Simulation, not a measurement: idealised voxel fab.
You're looking at the process module voxel wiring stack.
Shown is cross-section cut, with a width of 230 nm and square cells of size 5 nm.
A cross-section in this document is a grid of square cells, and it is written down as bands, the top band listed before the ones below it; a band is made up of one or more rows of cells. Top, bottom (nm), then materials left to right with widths (nm); lone material tagged "full width" fills the whole band edge to edge; "blank" = empty space. Height datum 0, below which the as-received substrate wafer is one material. Lowest band open at the bottom, running downward: "0 and below". Width "30..40": first value at the band's top row of cells, second value at its bottom row, equal change from row to row. Step marked "nothing changed"? Then no cell in the cross-section changed in it. Reported under the label "Enclosed void inventory" are the empty spaces having no open way to the top and comprising 8 cells or more; the notation for each is width x height at distance, in which the distance is measured from the left edge and all three values are in nm. Formally, on a step line, whatever follows the settings is a remark that the simulator itself makes on the step. "overlay nm", when on a step's line for a step with a mask, measures how far to the right of its planned place the mask lay; a negative measure means to the left.

[Planned process steps]
| 1 | RECEIVE, material Si |
| 2 | CONFORMAL_DEP, material SiO2, thk nm 10 |
| 3 | DIRECTIONAL_DEP, material TiN, thk nm 5 |
| 4 | DIRECTIONAL_DEP, material Ru, thk nm 25 |
| 5 | PATTERN, tone cover, mask id METAL_1, material resist, width nm 20, pitch nm 35, thk nm 15, overlay nm 0 |
| 6 | DIRECTIONAL_ETCH, etch materials Ru, depth nm 25 |
| 7 | DIRECTIONAL_ETCH, etch materials TiN, depth nm 5 |
| 8 | STRIP, etch materials resist |
| 9 | CONFORMAL_DEP, material SiCN, thk nm 5 |
| 10 | FILL_DEP, material SiO2, thk nm 10 |
| 11 | CMP, height nm 40 |
| 12 | CONFORMAL_DEP, material SiCN, thk nm 5 |
| 13 | DIRECTIONAL_DEP, material SiO2, thk nm 20 |
| 14 | MASKED_ETCH, tone open, mask id PLUG_1, width nm 15, pitch nm 70, etch materials SiO2, depth nm 20, overlay nm 0 |
| 15 | MASKED_ETCH, tone open, mask id PLUG_1, width nm 15, pitch nm 70, etch materials SiCN, depth nm 5, overlay nm 0 |
| 16 | EPI, material Ru, thk nm 10 |
| 17 | EPI, material Ru, thk nm 10 |
| 18 | EPI, material Ru, thk nm 5 |
| 19 | CONFORMAL_DEP, material SiCN, thk nm 5 |
| 20 | DIRECTIONAL_DEP, material SiO2, thk nm 15 |
| 21 | DIRECTIONAL_DEP, material aC, thk nm 10 |
| 22 | PATTERN, tone open, mask id METAL_2, material resist, width nm 20, pitch nm 35, thk nm 25, overlay nm 0 |
| 23 | DIRECTIONAL_ETCH, etch materials aC, depth nm 10 |
| 24 | STRIP, etch materials resist |
| 25 | DIRECTIONAL_ETCH, etch materials SiO2, depth nm 15 |
| 26 | DIRECTIONAL_ETCH, etch materials SiCN, depth nm 5 |
| 27 | STRIP, etch materials aC |
| 28 | CONFORMAL_DEP, material TiN, thk nm 5 |
| 29 | FILL_DEP, material Ru, thk nm 10 |
| 30 | CMP, height nm 85 |
| 31 | CONFORMAL_DEP, material SiCN, thk nm 5 |
| 32 | DIRECTIONAL_DEP, material SiO2, thk nm 20 |
| 33 | PATTERN, tone open, mask id PLUG_2, material resist, width nm 15, pitch nm 70, thk nm 20, overlay nm 0 |
| 34 | DIRECTIONAL_ETCH, etch materials SiO2, depth nm 20 |
| 35 | DIRECTIONAL_ETCH, etch materials SiCN, depth nm 5 |
| 36 | STRIP, etch materials resist |
| 37 | CONFORMAL_DEP, material TiN, thk nm 5 |
| 38 | FILL_DEP, material Ru, thk nm 5 |
| 39 | CMP, height nm 110 |
| 40 | CONFORMAL_DEP, material SiN, thk nm 5 |
| 41 | DIRECTIONAL_DEP, material lowk, thk nm 20 |
| 42 | PATTERN, tone open, mask id METAL_3, material resist, width nm 20, pitch nm 35, thk nm 15, overlay nm 0 |
| 43 | DIRECTIONAL_ETCH, etch materials lowk, depth nm 20 |
| 44 | DIRECTIONAL_ETCH, etch materials SiN, depth nm 5 |
| 45 | STRIP, etch materials resist |
| 46 | CONFORMAL_DEP, material TiN, thk nm 5 |
| 47 | FILL_DEP, material Cu, thk nm 5 |
| 48 | CMP, height nm 135 |
| 49 | CONFORMAL_DEP, material SiCN, thk nm 5 |
| 50 | DIRECTIONAL_DEP, material lowk, thk nm 25 |
| 51 | MASKED_ETCH, tone open, mask id METAL_4_HOLES, width nm 15, pitch nm 35, etch materials lowk, depth nm 25, overlay nm 0 |
| 52 | MASKED_ETCH, tone open, mask id METAL_4, width nm 20, pitch nm 35, etch materials lowk, depth nm 15, overlay nm 0 |
| 53 | MASKED_ETCH, tone open, mask id METAL_4, width nm 20, pitch nm 35, etch materials SiCN, depth nm 5, overlay nm 0 |
| 54 | CONFORMAL_DEP, material TiN, thk nm 5 |
| 55 | FILL_DEP, material Cu, thk nm 10 |
| 56 | CMP, height nm 165 |
| 57 | CONFORMAL_DEP, material SiCN, thk nm 5 |

[Cross-section of the wafer upon arrival, representing the state reached after step 1]
* 0 and below | Si full width
* Enclosed void inventory: none

[End-of-module cross-section of the first of two wafers, processed as planned]
* 170 down to 165 | SiCN full width
* 165 down to 155 | lowk 50 nm; TiN 5 nm; Cu 10 nm; TiN 5 nm; lowk 15 nm; TiN 5 nm; Cu 10 nm; TiN 5 nm; lowk 15 nm; TiN 5 nm; Cu 10 nm; TiN 5 nm; lowk 15 nm; TiN 5 nm; Cu 10 nm; TiN 5 nm; lowk 55 nm
* 155 down to 150 | lowk 50 nm; TiN 5 nm; Cu 5 nm; TiN 10 nm; lowk 15 nm; TiN 5 nm; Cu 5 nm; TiN 10 nm; lowk 15 nm; TiN 5 nm; Cu 5 nm; TiN 10 nm; lowk 15 nm; TiN 5 nm; Cu 5 nm; TiN 10 nm; lowk 55 nm
* 150 down to 140 | lowk 50 nm; TiN 5 nm; Cu 5 nm; TiN 5 nm; lowk 20 nm; TiN 5 nm; Cu 5 nm; TiN 5 nm; lowk 20 nm; TiN 5 nm; Cu 5 nm; TiN 5 nm; lowk 20 nm; TiN 5 nm; Cu 5 nm; TiN 5 nm; lowk 60 nm
* 140 down to 135 | SiCN 50 nm; TiN 15 nm; SiCN 20 nm; TiN 15 nm; SiCN 20 nm; TiN 15 nm; SiCN 20 nm; TiN 15 nm; SiCN 60 nm
* 135 down to 115 | lowk 50 nm; TiN 5 nm; Cu 10 nm; TiN 5 nm; lowk 15 nm; TiN 5 nm; Cu 10 nm; TiN 5 nm; lowk 15 nm; TiN 5 nm; Cu 10 nm; TiN 5 nm; lowk 15 nm; TiN 5 nm; Cu 10 nm; TiN 5 nm; lowk 55 nm
* 115 down to 110 | SiN 50 nm; TiN 20 nm; SiN 15 nm; TiN 20 nm; SiN 15 nm; TiN 20 nm; SiN 15 nm; TiN 20 nm; SiN 55 nm
* 110 down to 90 | SiO2 50 nm; TiN 5 nm; Ru 5 nm; TiN 5 nm; SiO2 55 nm; TiN 5 nm; Ru 5 nm; TiN 5 nm; SiO2 95 nm
* 90 down to 85 | SiCN 50 nm; TiN 15 nm; SiCN 55 nm; TiN 15 nm; SiCN 95 nm
* 85 down to 70 | SiO2 50 nm; TiN 5 nm; Ru 10 nm; TiN 5 nm; SiO2 15 nm; TiN 5 nm; Ru 10 nm; TiN 5 nm; SiO2 15 nm; TiN 5 nm; Ru 10 nm; TiN 5 nm; SiO2 15 nm; TiN 5 nm; Ru 10 nm; TiN 5 nm; SiO2 55 nm
* 70 down to 65 | SiCN 50 nm; TiN 20 nm; SiCN 15 nm; TiN 20 nm; SiCN 15 nm; TiN 20 nm; SiCN 15 nm; TiN 20 nm; SiCN 55 nm
* 65 down to 45 | SiO2 50 nm; Ru 15 nm; SiO2 55 nm; Ru 15 nm; SiO2 95 nm
* 45 down to 40 | SiCN 50 nm; Ru 15 nm; SiCN 55 nm; Ru 15 nm; SiCN 95 nm
* 40 down to 15 | SiO2 45 nm; SiCN 5 nm; Ru 20 nm; SiCN 5 nm; SiO2 5 nm; SiCN 5 nm; Ru 20 nm; SiCN 5 nm; SiO2 5 nm; SiCN 5 nm; Ru 20 nm; SiCN 5 nm; SiO2 5 nm; SiCN 5 nm; Ru 20 nm; SiCN 5 nm; SiO2 50 nm
* 15 down to 10 | SiCN 50 nm; TiN 20 nm; SiCN 15 nm; TiN 20 nm; SiCN 15 nm; TiN 20 nm; SiCN 15 nm; TiN 20 nm; SiCN 55 nm
* 10 down to 0 | SiO2 full width
* 0 and below | Si full width
* Enclosed void inventory: none

[Cross-sectional image of the second wafer of the two following completion of the module. Starting state and process plan were the same as for the first wafer; one execution error occurred]
* 170 down to 165 | SiCN full width
* 165 down to 140 | Cu full width
* 140 down to 135 | SiCN full width
* 135 down to 115 | lowk 50 nm; TiN 5 nm; Cu 10 nm; TiN 5 nm; lowk 15 nm; TiN 5 nm; Cu 10 nm; TiN 5 nm; lowk 15 nm; TiN 5 nm; Cu 10 nm; TiN 5 nm; lowk 15 nm; TiN 5 nm; Cu 10 nm; TiN 5 nm; lowk 55 nm
* 115 down to 110 | SiN 50 nm; TiN 20 nm; SiN 15 nm; TiN 20 nm; SiN 15 nm; TiN 20 nm; SiN 15 nm; TiN 20 nm; SiN 55 nm
* 110 down to 90 | SiO2 50 nm; TiN 5 nm; Ru 5 nm; TiN 5 nm; SiO2 55 nm; TiN 5 nm; Ru 5 nm; TiN 5 nm; SiO2 95 nm
* 90 down to 85 | SiCN 50 nm; TiN 15 nm; SiCN 55 nm; TiN 15 nm; SiCN 95 nm
* 85 down to 70 | SiO2 50 nm; TiN 5 nm; Ru 10 nm; TiN 5 nm; SiO2 15 nm; TiN 5 nm; Ru 10 nm; TiN 5 nm; SiO2 15 nm; TiN 5 nm; Ru 10 nm; TiN 5 nm; SiO2 15 nm; TiN 5 nm; Ru 10 nm; TiN 5 nm; SiO2 55 nm
* 70 down to 65 | SiCN 50 nm; TiN 20 nm; SiCN 15 nm; TiN 20 nm; SiCN 15 nm; TiN 20 nm; SiCN 15 nm; TiN 20 nm; SiCN 55 nm
* 65 down to 45 | SiO2 50 nm; Ru 15 nm; SiO2 55 nm; Ru 15 nm; SiO2 95 nm
* 45 down to 40 | SiCN 50 nm; Ru 15 nm; SiCN 55 nm; Ru 15 nm; SiCN 95 nm
* 40 down to 15 | SiO2 45 nm; SiCN 5 nm; Ru 20 nm; SiCN 5 nm; SiO2 5 nm; SiCN 5 nm; Ru 20 nm; SiCN 5 nm; SiO2 5 nm; SiCN 5 nm; Ru 20 nm; SiCN 5 nm; SiO2 5 nm; SiCN 5 nm; Ru 20 nm; SiCN 5 nm; SiO2 50 nm
* 15 down to 10 | SiCN 50 nm; TiN 20 nm; SiCN 15 nm; TiN 20 nm; SiCN 15 nm; TiN 20 nm; SiCN 15 nm; TiN 20 nm; SiCN 55 nm
* 10 down to 0 | SiO2 full width
* 0 and below | Si full width
* Enclosed void inventory: none
Deviation from plan: not per plan at step 50, really ran DIRECTIONAL_DEP, material Cu, thk nm 25
Upon completion, the second wafer contains, in terms of cells, a greater or smaller amount of certain materials than the first wafer: Cu +202 | SiCN +12 | TiN -56 | lowk -158
